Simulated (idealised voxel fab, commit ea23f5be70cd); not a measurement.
process module | voxel ribs on slabs
cross-section cut | 265 nm wide | cells 5 nm
A cross-section is a grid of square cells, given in bands from the top down. A band is one or more rows of cells.
Each band's line starts with the height of the band's top and of its bottom, in nm. Then come its materials from left to right, each with its width in nm. One material with "throughout" fills the band from edge to edge. "air" is empty space.
Height 0 is the level under which the wafer as received is all one material. The lowest band goes on downwards, as in "0 down".
A width such as "30 to 40" changes by the same amount from each row of cells to the next, from the band's top row to its bottom row.
"no change" after a step means that no cell of the cross-section changed.
closed voids: empty space of 8 cells or more with no open way to the top, each as width x height at its distance from the left edge, in nm
after a step's settings: what the simulator itself notes on the step
overlay nm, on a step with a mask: how far to the right of its planned place the mask lay; to the left if negative
plan
1 op RECEIVE | material Si
2 op DIRECTIONAL_DEP | material SiO2 | thk nm 25
3 op DIRECTIONAL_DEP | material SiN | thk nm 20
4 op MASKED_ETCH | tone cover | mask id RIB | width nm 20 | etch materials SiN | depth nm 15 | overlay nm 0
5 op PATTERN | tone cover | mask id SLAB | material resist | width nm 60 | thk nm 15 | overlay nm 0
6 op DIRECTIONAL_ETCH | etch materials SiN | depth nm 5
7 op STRIP | etch materials resist
8 op FILL_DEP | material SiO2 | thk nm 30
9 op CMP | height nm 65
10 op DIRECTIONAL_DEP | material W | thk nm 10
11 op PATTERN | tone cover | mask id HEATER | material resist | width nm 30 | thk nm 20 | overlay nm 0
12 op DIRECTIONAL_ETCH | etch materials W | depth nm 10
13 op STRIP | etch materials resist
14 op CONFORMAL_DEP | material SiO2 | thk nm 10
as received, after step 1
  0 down: Si throughout
  closed voids: none
a wafer at the end: this start, this plan, one mistake
  10 to 0: SiO2 throughout
  0 down: Si throughout
  closed voids: none
what went wrong: step 13 ran as: op STRIP | etch materials SiO2
